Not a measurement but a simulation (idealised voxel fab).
You're looking at the process module voxel fin reveal.
In the cross-section labelled cut, the width is 290 nm and each square cell is 5 nm.
Reading order for cross-sections: top band down to bottom band. Underlying form: a grid of square cells. Band size: one or more rows of cells. Heads up on the band format: heights come first, top then bottom, in nm. After that it's the materials left to right, each with its width in nm. A single material flagged "full width" fills the whole band edge to edge, and "air" means there's empty space there. Measure heights from 0. That's the level where, below it, the as-received wafer is all one material. The lowest band is bottomless and extends downward; write it as in "0 -> down". Width spec "30 to 40" -> top row of cells at first value, bottom row at second value, equal per-row change in between. You'll sometimes find "remains unaltered" written for a step, and that's the way of saying that nowhere in the cross-section did a cell change during that step. For the entry "Trapped cavities", the listed items are empty spaces with no open way to the top whose size is 8 cells or more; each item follows the pattern width x height at distance, where distance is from the left edge and all three are in nm. Step line, after settings: the simulator's comment on this step. overlay nm: for a step with a mask, the amount by which the mask lay right of where it was planned; a negative amount means left of it.
Planned process steps
- 1: op RECEIVE | material Si
- 2: op CONFORMAL_DEP | material SiN | thk nm 10
- 3: op PATTERN | tone cover | mask id FINS | material resist | width nm 15 | pitch nm 40 | thk nm 15 | overlay nm 0
- 4: op DIRECTIONAL_ETCH | etch materials SiN | depth nm 10
- 5: op DIRECTIONAL_ETCH | etch materials Si | depth nm 35
- 6: op STRIP | etch materials resist
- 7: op OXIDIZE | depth nm 5
- 8: op FILL_DEP | material SiO2 | thk nm 5
- 9: op CMP | height nm 10
- 10: op SELECTIVE_ETCH | etch materials SiO2 | depth nm 25
- 11: op STRIP | etch materials SiN
- 12: op CONFORMAL_DEP | material HfO2 | thk nm 5
First wafer out of two, processed as planned
As received, after step 1
- 0 -> down | Si full width
- Trapped cavities: none
Step 2 complete: cross-section through the wafer
- 10 -> 0 | SiN full width
- Below 0, the layers are the same as they were.
Step 3 complete: cross-section through the wafer
- 25 -> 10 | 115 of air, 15 of resist, 25 of air, 15 of resist, 120 of air
- Below 10, the layers are the same as they were.
Step 4 complete: cross-section through the wafer
- 25 -> 10 | 115 of air, 15 of resist, 25 of air, 15 of resist, 120 of air
- 10 -> 0 | 115 of air, 15 of SiN, 25 of air, 15 of SiN, 120 of air
- Below 0, the layers are the same as they were.
Step 5 complete: cross-section through the wafer
- 25 -> 10 | 115 of air, 15 of resist, 25 of air, 15 of resist, 120 of air
- 10 -> 0 | 115 of air, 15 of SiN, 25 of air, 15 of SiN, 120 of air
- 0 -> -35 | 115 of air, 15 of Si, 25 of air, 15 of Si, 120 of air
- Below -35, the layers are the same as they were.
Step 6 complete: cross-section through the wafer
- 10 -> 0 | 115 of air, 15 of SiN, 25 of air, 15 of SiN, 120 of air
- Below 0, the layers are the same as they were.
Step 7 complete: cross-section through the wafer
- 10 -> 0 | 115 of air, 15 of SiN, 25 of air, 15 of SiN, 120 of air
- 0 -> -35 | 115 of air, 5 of SiO2, 5 of Si, 5 of SiO2, 25 of air, 5 of SiO2, 5 of Si, 5 of SiO2, 120 of air
- -35 -> -40 | 120 of SiO2, 5 of Si, 35 of SiO2, 5 of Si, 125 of SiO2
- Below -40, the layers are the same as they were.
Step 8 complete: cross-section through the wafer
- 15 -> 10 | SiO2 full width
- 10 -> 0 | 115 of SiO2, 15 of SiN, 25 of SiO2, 15 of SiN, 120 of SiO2
- 0 -> -40 | 120 of SiO2, 5 of Si, 35 of SiO2, 5 of Si, 125 of SiO2
- Below -40, the layers are the same as they were.
Step 9 complete: cross-section through the wafer
- 10 -> 0 | 115 of SiO2, 15 of SiN, 25 of SiO2, 15 of SiN, 120 of SiO2
- Below 0, the layers are the same as they were.
Step 10 complete: cross-section through the wafer
- 10 -> 0 | 115 of air, 15 of SiN, 25 of air, 15 of SiN, 120 of air
- 0 -> -15 | 120 of air, 5 of Si, 35 of air, 5 of Si, 125 of air
- Below -15, the layers are the same as they were.
Step 11 complete: cross-section through the wafer
- 0 -> -15 | 120 of air, 5 of Si, 35 of air, 5 of Si, 125 of air
- Below -15, the layers are the same as they were.
Step 12 complete: cross-section through the wafer
- 5 -> 0 | 115 of air, 15 of HfO2, 25 of air, 15 of HfO2, 120 of air
- 0 -> -10 | 115 of air, 5 of HfO2, 5 of Si, 5 of HfO2, 25 of air, 5 of HfO2, 5 of Si, 5 of HfO2, 120 of air
- -10 -> -15 | 120 of HfO2, 5 of Si, 35 of HfO2, 5 of Si, 125 of HfO2
- Below -15, the layers are the same as they were.
Companion wafer, the second of two: same beginning, same intended sequence, one mistake in carrying it out; through step 9 inclusive it tracks the first exactly
What the second wafer looks like in cross-section when step 10 should have wrapped up
- 10 -> 0 | 115 of SiO2, 15 of air, 25 of SiO2, 15 of air, 120 of SiO2
- Below 0, the layers are the same as they were.
What the second wafer looks like in cross-section when step 11 should have wrapped up
- 0 -> -15 | 120 of air, 5 of Si, 35 of air, 5 of Si, 125 of air
- -15 -> -25 | 90 of SiO2, 30 of air, 5 of Si, 35 of air, 5 of Si, 30 of air, 95 of SiO2
- Below -25, the layers are the same as they were.
What the second wafer looks like in cross-section when step 12 should have wrapped up
- 5 -> 0 | 115 of air, 15 of HfO2, 25 of air, 15 of HfO2, 120 of air
- 0 -> -10 | 115 of air, 5 of HfO2, 5 of Si, 5 of HfO2, 25 of air, 5 of HfO2, 5 of Si, 5 of HfO2, 120 of air
- -10 -> -15 | 95 of HfO2, 20 of air, 5 of HfO2, 5 of Si, 5 of HfO2, 25 of air, 5 of HfO2, 5 of Si, 5 of HfO2, 20 of air, 100 of HfO2
- -15 -> -20 | 90 of SiO2, 5 of HfO2, 20 of air, 5 of HfO2, 5 of Si, 5 of HfO2, 25 of air, 5 of HfO2, 5 of Si, 5 of HfO2, 20 of air, 5 of HfO2, 95 of SiO2
- -20 -> -25 | 90 of SiO2, 30 of HfO2, 5 of Si, 35 of HfO2, 5 of Si, 30 of HfO2, 95 of SiO2
- Below -25, the layers are the same as they were.
What went wrong in running the wafer? steps 10 and 11: order swapped relative to plan
Count the cells at the end and the second wafer has more or fewer of some materials than the first: 12 more of HfO2 | 38 fewer of SiO2
